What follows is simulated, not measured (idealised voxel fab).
Herein follows the process module entitled voxel tone inversion.
Cross-section cut: width 295 nm, square cells of 5 nm.
Cross-section spec: square-cell grid; bands listed top down; each band is one or more rows. The band entry comprises the height of the band's top followed by the height of its bottom, expressed in nm, and subsequently the band's materials from left to right, each stated together with its width in nm. Where a single material is marked with the word "throughout", that material fills the band from edge to edge. The word "air" represents empty space. Height datum 0, below which the as-received substrate wafer is one material. Lowest band open at the bottom, running downward: "0 and below". Width "30->40": first value at the band's top row of cells, second value at its bottom row, equal change from row to row. "nothing changed" after a step means that no cell of the cross-section changed. "Entrapped voids": empty spaces of 8 cells or more with no open way to the top, each given as width x height at distance, distance from the left edge, all in nm. It should be noted that, on the line of a given step, the content following the step's settings is a remark produced by the simulator itself with respect to that step. What "overlay nm" on a step's line means: if the step has a mask, that mask lay this far to the right of its planned place, or, when the value is negative, to the left.
Below is the list of planned process steps
1) op RECEIVE | material Si
2) op CONFORMAL_DEP | material SiCN | thk nm 10
3) op DIRECTIONAL_DEP | material polySi | thk nm 25
4) op PATTERN | tone cover | mask id POSTS | material resist | width nm 25 | pitch nm 45 | thk nm 35 | overlay nm 0
5) op DIRECTIONAL_ETCH | etch materials polySi | depth nm 25
6) op STRIP | etch materials resist
7) op FILL_DEP | material lowk | thk nm 5
8) op CMP | height nm 35
9) op STRIP | etch materials polySi
10) op CONFORMAL_DEP | material TiN | thk nm 5
11) op FILL_DEP | material Cu | thk nm 5
12) op CMP | height nm 35
13) op CONFORMAL_DEP | material SiCN | thk nm 5
Here's what the wafer looked like in cross-section when it arrived - that's after step 1
- 0 and below  Si throughout
- Entrapped voids: none
First of two wafers: cross-section at end of module, run per plan
- 40 down to 35  SiCN throughout
- 35 down to 15  65 nm lowk  5 nm TiN  15 nm Cu  5 nm TiN  20 nm lowk  5 nm TiN  15 nm Cu  5 nm TiN  20 nm lowk  5 nm TiN  15 nm Cu  5 nm TiN  20 nm lowk  5 nm TiN  15 nm Cu  5 nm TiN  70 nm lowk
- 15 down to 10  65 nm lowk  25 nm TiN  20 nm lowk  25 nm TiN  20 nm lowk  25 nm TiN  20 nm lowk  25 nm TiN  70 nm lowk
- 10 down to 0  SiCN throughout
- 0 and below  Si throughout
- Entrapped voids: none
Cross-section, second wafer: same start as the first, same plan as the first, one mistake in running it; taken at the end of the module
- 45 down to 40  SiCN throughout
- 40 down to 35  70 nm TiN  15 nm Cu  30 nm TiN  15 nm Cu  30 nm TiN  15 nm Cu  30 nm TiN  15 nm Cu  75 nm TiN
- 35 down to 15  65 nm lowk  5 nm TiN  15 nm Cu  5 nm TiN  20 nm lowk  5 nm TiN  15 nm Cu  5 nm TiN  20 nm lowk  5 nm TiN  15 nm Cu  5 nm TiN  20 nm lowk  5 nm TiN  15 nm Cu  5 nm TiN  70 nm lowk
- 15 down to 10  65 nm lowk  25 nm TiN  20 nm lowk  25 nm TiN  20 nm lowk  25 nm TiN  20 nm lowk  25 nm TiN  70 nm lowk
- 10 down to 0  SiCN throughout
- 0 and below  Si throughout
- Entrapped voids: none
It is concluded that the wafer was processed incorrectly with respect to the plan, in that rather than as planned, step 12 actually ran as op CMP | height nm 40
Final cells, second wafer relative to first, materials higher or lower: Cu: 12 more; TiN: 47 more
